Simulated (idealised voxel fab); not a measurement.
Process module name: voxel self aligned contacts
260 nm wide, 5 nm square cells: that's cross-section cut.
In this document a cross-section is written as a grid of square cells. It is given as a series of bands, listed from the top down, and a band is one or more rows of cells.
First you get the band's top height and its bottom height, in nm, and then the materials it's made of, left to right, with each width in nm. If you see a single material with "edge to edge", that one covers the band edge to edge. "empty" is empty space.
Heights are reckoned from 0. Under this level, the received wafer is all of one material. The bottommost band is open-ended downward, for example "0..down".
Think of "30 to 40" as a width that walks from the first number to the second as you go down the band, top row to bottom row, taking equal-sized steps from row to row.
Step marked "no modification"? Then no cell in the cross-section changed in it.
Closed-off voids of 8+ cells (no open route to the top) go in "Enclosed internal voids", written width x height at distance from the left edge, in nm.
Past the settings on a step's line: simulator remark, on that step.
The line of a step may include "overlay nm". On a step with a mask, this value is how far to the right of its planned place the mask lay. A negative value means the mask lay to the left.
HERE'S WHAT THE PLANNED PROCESS STEPS LOOK LIKE
1: RECEIVE [material Si]
2: CONFORMAL_DEP [material SiO2] [thk nm 5]
3: DIRECTIONAL_DEP [material polySi] [thk nm 30]
4: DIRECTIONAL_DEP [material SiN] [thk nm 15]
5: MASKED_ETCH [tone cover] [mask id GATE] [width nm 25] [pitch nm 55] [etch materials SiN] [depth nm 15] [overlay nm 0]
6: MASKED_ETCH [tone cover] [mask id GATE] [width nm 25] [pitch nm 55] [etch materials polySi] [depth nm 30] [overlay nm 0]
7: CONFORMAL_DEP [material SiN] [thk nm 5]
8: DIRECTIONAL_ETCH [etch materials SiN] [depth nm 5]
9: FILL_DEP [material SiO2] [thk nm 20]
10: CMP [height nm 60]
11: PATTERN [tone open] [mask id CONTACT] [material resist] [width nm 40] [thk nm 20] [overlay nm 0]
12: DIRECTIONAL_ETCH [etch materials SiO2] [depth nm 60]
13: STRIP [etch materials resist]
14: CONFORMAL_DEP [material TiN] [thk nm 5]
15: FILL_DEP [material Ru] [thk nm 5]
16: CMP [height nm 60]
17: CONFORMAL_DEP [material SiCN] [thk nm 5]
FIRST OF TWO WAFERS: RUN AS PLANNED
CROSS-SECTION: WAFER ON ARRIVAL = AFTER STEP 1
	0..down  Si edge to edge
	Enclosed internal voids: none
PRESENTED HERE IS A CROSS-SECTION OF THE WAFER AFTER STEP 2 HAS BEEN PERFORMED
	5..0  SiO2 edge to edge
	Heights below 0 show no change.
PRESENTED HERE IS A CROSS-SECTION OF THE WAFER AFTER STEP 3 HAS BEEN PERFORMED
	35..5  polySi edge to edge
	Heights below 5 show no change.
PRESENTED HERE IS A CROSS-SECTION OF THE WAFER AFTER STEP 4 HAS BEEN PERFORMED
	50..35  SiN edge to edge
	Heights below 35 show no change.
PRESENTED HERE IS A CROSS-SECTION OF THE WAFER AFTER STEP 5 HAS BEEN PERFORMED
	50..35  empty (90)  SiN (25)  empty (30)  SiN (25)  empty (90)
	Heights below 35 show no change.
PRESENTED HERE IS A CROSS-SECTION OF THE WAFER AFTER STEP 6 HAS BEEN PERFORMED
	50..35  empty (90)  SiN (25)  empty (30)  SiN (25)  empty (90)
	35..5  empty (90)  polySi (25)  empty (30)  polySi (25)  empty (90)
	Heights below 5 show no change.
PRESENTED HERE IS A CROSS-SECTION OF THE WAFER AFTER STEP 7 HAS BEEN PERFORMED
	55..35  empty (85)  SiN (35)  empty (20)  SiN (35)  empty (85)
	35..10  empty (85)  SiN (5)  polySi (25)  SiN (5)  empty (20)  SiN (5)  polySi (25)  SiN (5)  empty (85)
	10..5  SiN (90)  polySi (25)  SiN (30)  polySi (25)  SiN (90)
	Heights below 5 show no change.
PRESENTED HERE IS A CROSS-SECTION OF THE WAFER AFTER STEP 8 HAS BEEN PERFORMED
	50..35  empty (85)  SiN (35)  empty (20)  SiN (35)  empty (85)
	35..5  empty (85)  SiN (5)  polySi (25)  SiN (5)  empty (20)  SiN (5)  polySi (25)  SiN (5)  empty (85)
	Heights below 5 show no change.
PRESENTED HERE IS A CROSS-SECTION OF THE WAFER AFTER STEP 9 HAS BEEN PERFORMED
	70..50  SiO2 edge to edge
	50..35  SiO2 (85)  SiN (35)  SiO2 (20)  SiN (35)  SiO2 (85)
	35..5  SiO2 (85)  SiN (5)  polySi (25)  SiN (5)  SiO2 (20)  SiN (5)  polySi (25)  SiN (5)  SiO2 (85)
	Heights below 5 show no change.
PRESENTED HERE IS A CROSS-SECTION OF THE WAFER AFTER STEP 10 HAS BEEN PERFORMED
	60..50  SiO2 edge to edge
	Heights below 50 show no change.
PRESENTED HERE IS A CROSS-SECTION OF THE WAFER AFTER STEP 11 HAS BEEN PERFORMED
	80..60  resist (110)  empty (40)  resist (110)
	Heights below 60 show no change.
PRESENTED HERE IS A CROSS-SECTION OF THE WAFER AFTER STEP 12 HAS BEEN PERFORMED
	80..60  resist (110)  empty (40)  resist (110)
	60..50  SiO2 (110)  empty (40)  SiO2 (110)
	50..35  SiO2 (85)  SiN (35)  empty (20)  SiN (35)  SiO2 (85)
	35..5  SiO2 (85)  SiN (5)  polySi (25)  SiN (5)  empty (20)  SiN (5)  polySi (25)  SiN (5)  SiO2 (85)
	5..0  SiO2 (120)  empty (20)  SiO2 (120)
	Heights below 0 show no change.
PRESENTED HERE IS A CROSS-SECTION OF THE WAFER AFTER STEP 13 HAS BEEN PERFORMED
	60..50  SiO2 (110)  empty (40)  SiO2 (110)
	Heights below 50 show no change.
PRESENTED HERE IS A CROSS-SECTION OF THE WAFER AFTER STEP 14 HAS BEEN PERFORMED
	65..60  TiN (115)  empty (30)  TiN (115)
	60..50  SiO2 (110)  TiN (5 to 15)  empty (30 to 10)  TiN (5 to 15)  SiO2 (110)
	50..35  SiO2 (85)  SiN (35)  TiN (5)  empty (10)  TiN (5)  SiN (35)  SiO2 (85)
	35..5  SiO2 (85)  SiN (5)  polySi (25)  SiN (5)  TiN (5)  empty (10)  TiN (5)  SiN (5)  polySi (25)  SiN (5)  SiO2 (85)
	5..0  SiO2 (120)  TiN (20)  SiO2 (120)
	Heights below 0 show no change.
PRESENTED HERE IS A CROSS-SECTION OF THE WAFER AFTER STEP 15 HAS BEEN PERFORMED
	70..65  Ru edge to edge
	65..60  TiN (115)  Ru (30)  TiN (115)
	60..50  SiO2 (110)  TiN (5 to 15)  Ru (30 to 10)  TiN (5 to 15)  SiO2 (110)
	50..35  SiO2 (85)  SiN (35)  TiN (5)  Ru (10)  TiN (5)  SiN (35)  SiO2 (85)
	35..5  SiO2 (85)  SiN (5)  polySi (25)  SiN (5)  TiN (5)  Ru (10)  TiN (5)  SiN (5)  polySi (25)  SiN (5)  SiO2 (85)
	Heights below 5 show no change.
PRESENTED HERE IS A CROSS-SECTION OF THE WAFER AFTER STEP 16 HAS BEEN PERFORMED
	60..50  SiO2 (110)  TiN (5 to 15)  Ru (30 to 10)  TiN (5 to 15)  SiO2 (110)
	Heights below 50 show no change.
PRESENTED HERE IS A CROSS-SECTION OF THE WAFER AFTER STEP 17 HAS BEEN PERFORMED
	65..60  SiCN edge to edge
	Heights below 60 show no change.
OKAY, SECOND WAFER. NOTHING DIFFERENT AT THE START, NOTHING DIFFERENT IN THE PLAN, JUST ONE MISTAKE SOMEWHERE IN THE RUNNING. AS FAR AS STEP 3, COUNTING THAT STEP, IT'S THE FIRST WAFER ALL OVER AGAIN
THE SECOND WAFER IN CROSS-SECTION, AT THE PLANNED CLOSE OF STEP 4
	65..35  SiN edge to edge
	Heights below 35 show no change.
THE SECOND WAFER IN CROSS-SECTION, AT THE PLANNED CLOSE OF STEP 5
	65..50  empty (90)  SiN (25)  empty (30)  SiN (25)  empty (90)
	Heights below 50 show no change.
The second wafer in cross-section, at the planned close of step 6: no modification
THE SECOND WAFER IN CROSS-SECTION, AT THE PLANNED CLOSE OF STEP 7
	70..55  empty (85)  SiN (35)  empty (20)  SiN (35)  empty (85)
	55..35  SiN edge to edge
	Heights below 35 show no change.
THE SECOND WAFER IN CROSS-SECTION, AT THE PLANNED CLOSE OF STEP 8
	65..50  empty (85)  SiN (35)  empty (20)  SiN (35)  empty (85)
	Heights below 50 show no change.
THE SECOND WAFER IN CROSS-SECTION, AT THE PLANNED CLOSE OF STEP 9
	85..65  SiO2 edge to edge
	65..50  SiO2 (85)  SiN (35)  SiO2 (20)  SiN (35)  SiO2 (85)
	Heights below 50 show no change.
THE SECOND WAFER IN CROSS-SECTION, AT THE PLANNED CLOSE OF STEP 10
	60..50  SiO2 (85)  SiN (35)  SiO2 (20)  SiN (35)  SiO2 (85)
	Heights below 50 show no change.
THE SECOND WAFER IN CROSS-SECTION, AT THE PLANNED CLOSE OF STEP 11
	80..60  resist (110)  empty (40)  resist (110)
	Heights below 60 show no change.
THE SECOND WAFER IN CROSS-SECTION, AT THE PLANNED CLOSE OF STEP 12
	80..60  resist (110)  empty (40)  resist (110)
	60..50  SiO2 (85)  SiN (35)  empty (20)  SiN (35)  SiO2 (85)
	Heights below 50 show no change.
THE SECOND WAFER IN CROSS-SECTION, AT THE PLANNED CLOSE OF STEP 13
	60..50  SiO2 (85)  SiN (35)  empty (20)  SiN (35)  SiO2 (85)
	Heights below 50 show no change.
THE SECOND WAFER IN CROSS-SECTION, AT THE PLANNED CLOSE OF STEP 14
	65..60  TiN (125)  empty (10)  TiN (125)
	60..55  SiO2 (85)  SiN (35)  TiN (5)  empty (10)  TiN (5)  SiN (35)  SiO2 (85)
	55..50  SiO2 (85)  SiN (35)  TiN (20)  SiN (35)  SiO2 (85)
	Heights below 50 show no change.
THE SECOND WAFER IN CROSS-SECTION, AT THE PLANNED CLOSE OF STEP 15
	70..65  Ru edge to edge
	65..60  TiN (125)  Ru (10)  TiN (125)
	60..55  SiO2 (85)  SiN (35)  TiN (5)  Ru (10)  TiN (5)  SiN (35)  SiO2 (85)
	Heights below 55 show no change.
THE SECOND WAFER IN CROSS-SECTION, AT THE PLANNED CLOSE OF STEP 16
	60..55  SiO2 (85)  SiN (35)  TiN (5)  Ru (10)  TiN (5)  SiN (35)  SiO2 (85)
	Heights below 55 show no change.
THE SECOND WAFER IN CROSS-SECTION, AT THE PLANNED CLOSE OF STEP 17
	65..60  SiCN edge to edge
	Heights below 60 show no change.
What was done differently from what was planned? step 4 from the plan got run twice
Final cells, second wafer relative to first, materials higher or lower: -24 Ru; +118 SiN; -322 SiO2; -24 TiN; +252 polySi
